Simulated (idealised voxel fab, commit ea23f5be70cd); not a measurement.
The process module presented herein is designated voxel double patterning.
It is cross-section cut that appears here, measuring 255 nm in width, its square cells being 5 nm in size.
Cross-section layout: square cells on a grid; listed as bands, top to bottom; a band spans one or more cell rows.
Top height, bottom height, nm. Materials left to right, width each, nm. Single material + "edge to edge" = fills band edge to edge. "empty" = empty.
Heads up on the height convention: 0 is the point under which the incoming wafer is all one material, and the lowest band has no bottom, it just keeps going down, like "top 0, no bottom".
Quick explanation for "30 to 40": the width changes in equal steps down the rows of cells, from the first number in the band's top row to the second number in its bottom row.
A step reported as "all unchanged" is a step in which no cell of the cross-section changed.
"Catalogued sealed voids" - sealed voids, min. 8 cells, no opening to top; format: width x height at distance (distance from left edge; nm throughout).
Anything after a step's settings on that line? It's the simulator's own note about the step.
"overlay nm" on a masked step: distance the mask lay right of its planned place, negative for left.
The process steps that were planned are listed below:
1,RECEIVE (material Si)
2,CONFORMAL_DEP (material SiO2; thk nm 5)
3,DIRECTIONAL_DEP (material polySi; thk nm 10)
4,DIRECTIONAL_DEP (material SiN; thk nm 5)
5,PATTERN (tone open; mask id FIRST; material resist; width nm 15; pitch nm 50; thk nm 20; overlay nm 0)
6,DIRECTIONAL_ETCH (etch materials SiN; depth nm 5)
7,STRIP (etch materials resist)
8,DIRECTIONAL_DEP (material aC; thk nm 10)
9,PATTERN (tone open; mask id SECOND; material resist; width nm 15; pitch nm 50; thk nm 30; overlay nm 0)
10,DIRECTIONAL_ETCH (etch materials aC; depth nm 10)
11,STRIP (etch materials resist)
12,DIRECTIONAL_ETCH (etch materials SiN; depth nm 5)
13,STRIP (etch materials aC)
14,DIRECTIONAL_ETCH (etch materials polySi; depth nm 10)
15,STRIP (etch materials SiN)
Cross-sectional view of the wafer in its as-received condition, corresponding to the state after step 1:
top 0, no bottom: Si edge to edge
Catalogued sealed voids: none
Cross-sectional image of the first of two wafers at the end of the module, the run having proceeded as planned:
top 15, bottom 5: 70 of polySi / 15 of empty / 10 of polySi / 15 of empty / 10 of polySi / 15 of empty / 10 of polySi / 15 of empty / 10 of polySi / 15 of empty / 70 of polySi
top 5, bottom 0: SiO2 edge to edge
top 0, no bottom: Si edge to edge
Catalogued sealed voids: none
Here's the second of our two wafers sectioned at module end. Same start as the first, same plan, but one mistake got made running it:
top 15, bottom 5: 70 of polySi / 20 of empty / 5 of polySi / 15 of empty / 10 of polySi / 20 of empty / 5 of polySi / 15 of empty / 10 of polySi / 20 of empty / 65 of polySi
top 5, bottom 0: SiO2 edge to edge
top 0, no bottom: Si edge to edge
Catalogued sealed voids: none
Error vs. plan: step 5, actual vs plan mismatch, actual run PATTERN (tone open; mask id FIRST; material resist; width nm 20; pitch nm 50; thk nm 20; overlay nm 0)
Final tally in cells, some materials are higher or lower on the second wafer than on the first: -6 polySi
